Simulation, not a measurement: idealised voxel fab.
Process module in this document: voxel transistor to metal
For reference, the cross-section in this document is cut, with width 155 nm and square cells of 5 nm.
A cross-section in this document is a grid of square cells, and it is written down as bands, the top band listed before the ones below it; a band is made up of one or more rows of cells. Heights first: top, then bottom, in nm. Then materials, left to right, each with a width in nm. "edge to edge" on a single material: fills the band edge to edge. "blank": empty space. Heads up on the height convention: 0 is the point under which the incoming wafer is all one material, and the lowest band has no bottom, it just keeps going down, like "0 and below". When a width is written as two numbers, as in "30->40", the first number is the width in the top row of cells of the band and the second is the width in its bottom row, and the width changes by the same amount from each row to the next. For the purposes of this document, the phrase "remains unaltered" attached to a step denotes that no cell within the cross-section was modified by that step. If an empty space has no open way to the top and is at least 8 cells in size, "Enclosed void inventory" lists it, written width x height at distance, where distance is measured from the left edge and every value is in nm. Whatever follows a step's settings on its line is a remark the simulator itself makes about that step. overlay nm: right-of-plan distance of the mask on a masked step; negative values mean left-of-plan.

The planned process steps are enumerated hereunder:
1. RECEIVE with material Si
2. CONFORMAL_DEP with material SiO2, thk nm 5
3. CONFORMAL_DEP with material SiN, thk nm 15
4. DIRECTIONAL_DEP with material aC, thk nm 10
5. PATTERN with tone cover, mask id ACTIVE, material resist, width nm 95, thk nm 30, overlay nm 0
6. DIRECTIONAL_ETCH with etch materials aC, depth nm 10
7. STRIP with etch materials resist
8. DIRECTIONAL_ETCH with etch materials SiN, depth nm 15
9. DIRECTIONAL_ETCH with etch materials SiO2, depth nm 5
10. DIRECTIONAL_ETCH with etch materials Si, depth nm 20
11. STRIP with etch materials aC
12. FILL_DEP with material SiO2, thk nm 10
13. CMP with height nm 20
14. SELECTIVE_ETCH with etch materials SiO2, depth nm 10
15. STRIP with etch materials SiN
16. SELECTIVE_ETCH with etch materials SiO2, depth nm 5
17. OXIDIZE with depth nm 5
18. DIRECTIONAL_DEP with material polySi, thk nm 25
19. DIRECTIONAL_DEP with material SiCN, thk nm 15
20. DIRECTIONAL_DEP with material aC, thk nm 15
21. PATTERN with tone cover, mask id GATE, material resist, width nm 15, thk nm 35, overlay nm 0
22. DIRECTIONAL_ETCH with etch materials aC, depth nm 15
23. STRIP with etch materials resist
24. DIRECTIONAL_ETCH with etch materials SiCN, depth nm 25
25. DIRECTIONAL_ETCH with etch materials polySi, depth nm 35
26. STRIP with etch materials aC
27. CONFORMAL_DEP with material SiO2, thk nm 5
28. DIRECTIONAL_ETCH with etch materials SiO2, depth nm 5
29. CONFORMAL_DEP with material SiN, thk nm 10
30. DIRECTIONAL_ETCH with etch materials SiN, depth nm 10
31. DIRECTIONAL_ETCH with etch materials SiO2, depth nm 5
32. DIRECTIONAL_ETCH with etch materials Si, depth nm 10
33. EPI with material SiGe, thk nm 10
34. FILL_DEP with material SiO2, thk nm 10
35. CMP with height nm 40
36. DIRECTIONAL_DEP with material SiO2, thk nm 10
37. DIRECTIONAL_DEP with material aC, thk nm 15
38. PATTERN with tone open, mask id CONTACT, material resist, width nm 30, pitch nm 55, thk nm 30, overlay nm 0
39. DIRECTIONAL_ETCH with etch materials aC, depth nm 15
40. STRIP with etch materials resist
41. DIRECTIONAL_ETCH with etch materials SiO2, depth nm 45
42. STRIP with etch materials aC
43. CONFORMAL_DEP with material TiN, thk nm 5
44. FILL_DEP with material Ru, thk nm 10
45. CMP with height nm 50
46. DIRECTIONAL_DEP with material TiN, thk nm 5
47. DIRECTIONAL_DEP with material W, thk nm 20
48. MASKED_ETCH with tone cover, mask id METAL_1, width nm 20, pitch nm 65, etch materials W, depth nm 20, overlay nm 0
49. MASKED_ETCH with tone cover, mask id METAL_1, width nm 20, pitch nm 65, etch materials TiN, depth nm 5, overlay nm 0
50. FILL_DEP with material SiO2, thk nm 10
51. CMP with height nm 75
52. CONFORMAL_DEP with material SiN, thk nm 5

Wafer cross-section on receipt, i.e. after step 1:
0 and below | Si edge to edge
Enclosed void inventory: none

End-of-module XS, first of two wafers, run as planned:
80 down to 75 | SiN edge to edge
75 down to 55 | SiO2 35 nm / W 20 nm / SiO2 45 nm / W 20 nm / SiO2 35 nm
55 down to 50 | SiO2 35 nm / TiN 20 nm / SiO2 45 nm / TiN 20 nm / SiO2 35 nm
50 down to 40 | SiO2 35 nm / TiN 5 nm / Ru 20->10 nm / TiN 5->15 nm / SiO2 25 nm / TiN 5->15 nm / Ru 20->10 nm / TiN 5 nm / SiO2 35 nm
40 down to 25 | SiO2 35 nm / TiN 5 nm / Ru 10 nm / TiN 5 nm / SiN 10 nm / SiO2 5 nm / SiCN 15 nm / SiO2 5 nm / SiN 10 nm / TiN 5 nm / Ru 10 nm / TiN 5 nm / SiO2 35 nm
25 down to 10 | SiO2 35 nm / TiN 5 nm / Ru 10 nm / TiN 5 nm / SiN 10 nm / SiO2 5 nm / polySi 15 nm / SiO2 5 nm / SiN 10 nm / TiN 5 nm / Ru 10 nm / TiN 5 nm / SiO2 35 nm
10 down to 5 | SiO2 35 nm / TiN 20 nm / SiN 10 nm / SiO2 5 nm / polySi 15 nm / SiO2 5 nm / SiN 10 nm / TiN 20 nm / SiO2 35 nm
5 down to 0 | SiO2 30 nm / SiN 10 nm / SiGe 15 nm / SiN 10 nm / SiO2 5 nm / polySi 15 nm / SiO2 5 nm / SiN 10 nm / SiGe 15 nm / SiN 10 nm / SiO2 30 nm
0 down to -5 | SiO2 40 nm / SiGe 15 nm / SiO2 45 nm / SiGe 15 nm / SiO2 40 nm
-5 down to -15 | SiO2 30 nm / Si 10 nm / SiGe 15 nm / Si 45 nm / SiGe 15 nm / Si 10 nm / SiO2 30 nm
-15 down to -20 | SiO2 30 nm / Si 95 nm / SiO2 30 nm
-20 and below | Si edge to edge
Enclosed void inventory: none

Cross-section at end of module for the second wafer of two, which matched the first in starting point and plan and differed by one mistake in its processing:
80 down to 75 | SiN edge to edge
75 down to 55 | SiO2 35 nm / W 20 nm / SiO2 45 nm / W 20 nm / SiO2 35 nm
55 down to 50 | SiO2 35 nm / TiN 20 nm / SiO2 45 nm / TiN 20 nm / SiO2 35 nm
50 down to 40 | SiO2 35 nm / TiN 5 nm / Ru 20->10 nm / TiN 5->15 nm / SiO2 25 nm / TiN 5->15 nm / Ru 20->10 nm / TiN 5 nm / SiO2 35 nm
40 down to 25 | SiO2 35 nm / TiN 5 nm / Ru 10 nm / TiN 5 nm / SiN 10 nm / SiO2 5 nm / SiCN 15 nm / SiO2 5 nm / SiN 10 nm / TiN 5 nm / Ru 10 nm / TiN 5 nm / SiO2 35 nm
25 down to 10 | SiO2 35 nm / TiN 5 nm / Ru 10 nm / TiN 5 nm / SiN 10 nm / SiO2 5 nm / polySi 15 nm / SiO2 5 nm / SiN 10 nm / TiN 5 nm / Ru 10 nm / TiN 5 nm / SiO2 35 nm
10 down to 5 | SiO2 35 nm / TiN 20 nm / SiN 10 nm / SiO2 5 nm / polySi 15 nm / SiO2 5 nm / SiN 10 nm / TiN 20 nm / SiO2 35 nm
5 down to 0 | SiO2 30 nm / SiN 10 nm / SiGe 15 nm / SiN 10 nm / SiO2 5 nm / polySi 15 nm / SiO2 5 nm / SiN 10 nm / SiGe 15 nm / SiN 10 nm / SiO2 30 nm
0 down to -5 | SiO2 40 nm / SiGe 15 nm / SiO2 45 nm / SiGe 15 nm / SiO2 40 nm
-5 down to -15 | SiO2 35->30 nm / Si 5->10 nm / SiGe 15 nm / Si 45 nm / SiGe 15 nm / Si 5->10 nm / SiO2 35->30 nm
-15 down to -20 | SiO2 30 nm / Si 95 nm / SiO2 30 nm
-20 and below | Si edge to edge
Enclosed void inventory: none
The plan and the run diverged here: plan step 2 was not performed, having been skipped
The second wafer ends with more or fewer cells of some materials than the first, per final count: -2 Si, +2 SiO2
